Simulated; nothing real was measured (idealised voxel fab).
process module | voxel fin reveal
cross-section cut | 155 nm wide | cells 5 nm
A cross-section is a grid of square cells, given in bands from the top down. A band is one or more rows of cells.
Each band's line starts with the height of the band's top and of its bottom, in nm. Then come its materials from left to right, each with its width in nm. One material with "throughout" fills the band from edge to edge. "air" is empty space.
Height 0 is the level under which the wafer as received is all one material. The lowest band goes on downwards, as in "0 down".
A width such as "30 to 40" changes by the same amount from each row of cells to the next, from the band's top row to its bottom row.
"no change" after a step means that no cell of the cross-section changed.
closed voids: empty space of 8 cells or more with no open way to the top, each as width x height at its distance from the left edge, in nm
after a step's settings: what the simulator itself notes on the step
overlay nm, on a step with a mask: how far to the right of its planned place the mask lay; to the left if negative
plan
1 op RECEIVE | material Si
2 op CONFORMAL_DEP | material SiN | thk nm 5
3 op DIRECTIONAL_DEP | material aC | thk nm 15
4 op PATTERN | tone cover | mask id FINS | material resist | width nm 15 | pitch nm 40 | thk nm 35 | overlay nm 0
5 op DIRECTIONAL_ETCH | etch materials aC | depth nm 15
6 op STRIP | etch materials resist
7 op DIRECTIONAL_ETCH | etch materials SiN | depth nm 5
8 op DIRECTIONAL_ETCH | etch materials Si | depth nm 35
9 op STRIP | etch materials aC
10 op FILL_DEP | material SiO2 | thk nm 10
11 op CMP | height nm 5
12 op SELECTIVE_ETCH | etch materials SiO2 | depth nm 15
13 op STRIP | etch materials SiN
14 op CONFORMAL_DEP | material SiO2 | thk nm 5
first wafer, as planned
as received, after step 1
  0 down: Si throughout
  closed voids: none
after step 2
  5 to 0: SiN throughout
  below 0: unchanged
after step 3
  20 to 5: aC throughout
  below 5: unchanged
after step 4
  55 to 20: air 50 | resist 15 | air 25 | resist 15 | air 50
  below 20: unchanged
after step 5
  40 to 20: air 50 | resist 15 | air 25 | resist 15 | air 50
  20 to 5: air 50 | aC 15 | air 25 | aC 15 | air 50
  below 5: unchanged
after step 6
  20 to 5: air 50 | aC 15 | air 25 | aC 15 | air 50
  below 5: unchanged
after step 7
  20 to 5: air 50 | aC 15 | air 25 | aC 15 | air 50
  5 to 0: air 50 | SiN 15 | air 25 | SiN 15 | air 50
  below 0: unchanged
after step 8
  20 to 5: air 50 | aC 15 | air 25 | aC 15 | air 50
  5 to 0: air 50 | SiN 15 | air 25 | SiN 15 | air 50
  0 to -35: air 50 | Si 15 | air 25 | Si 15 | air 50
  below -35: unchanged
after step 9
  5 to 0: air 50 | SiN 15 | air 25 | SiN 15 | air 50
  below 0: unchanged
after step 10
  15 to 5: SiO2 throughout
  5 to 0: SiO2 50 | SiN 15 | SiO2 25 | SiN 15 | SiO2 50
  0 to -35: SiO2 50 | Si 15 | SiO2 25 | Si 15 | SiO2 50
  below -35: unchanged
after step 11
  5 to 0: SiO2 50 | SiN 15 | SiO2 25 | SiN 15 | SiO2 50
  below 0: unchanged
after step 12
  5 to 0: air 50 | SiN 15 | air 25 | SiN 15 | air 50
  0 to -10: air 50 | Si 15 | air 25 | Si 15 | air 50
  below -10: unchanged
after step 13
  0 to -10: air 50 | Si 15 | air 25 | Si 15 | air 50
  below -10: unchanged
after step 14
  5 to 0: air 45 | SiO2 25 | air 15 | SiO2 25 | air 45
  0 to -5: air 45 | SiO2 5 | Si 15 | SiO2 5 | air 15 | SiO2 5 | Si 15 | SiO2 5 | air 45
  -5 to -35: SiO2 50 | Si 15 | SiO2 25 | Si 15 | SiO2 50
  below -35: unchanged
second wafer: like start, like plan, one mistake. Through step 9 it matches the first wafer
when step 10 should have ended
  15 to 5: aC throughout
  5 to 0: aC 50 | SiN 15 | aC 25 | SiN 15 | aC 50
  0 to -35: aC 50 | Si 15 | aC 25 | Si 15 | aC 50
  below -35: unchanged
when step 11 should have ended
  5 to 0: aC 50 | SiN 15 | aC 25 | SiN 15 | aC 50
  below 0: unchanged
when step 12 should have ended: no change
when step 13 should have ended
  5 to 0: aC 50 | air 15 | aC 25 | air 15 | aC 50
  below 0: unchanged
when step 14 should have ended
  10 to 5: SiO2 55 | air 5 | SiO2 35 | air 5 | SiO2 55
  5 to 0: aC 50 | SiO2 15 | aC 25 | SiO2 15 | aC 50
  below 0: unchanged
what went wrong: step 10 ran as: op FILL_DEP | material aC | thk nm 10
at the end the second wafer has, in cells: 129 fewer of SiO2 | 200 more of aC
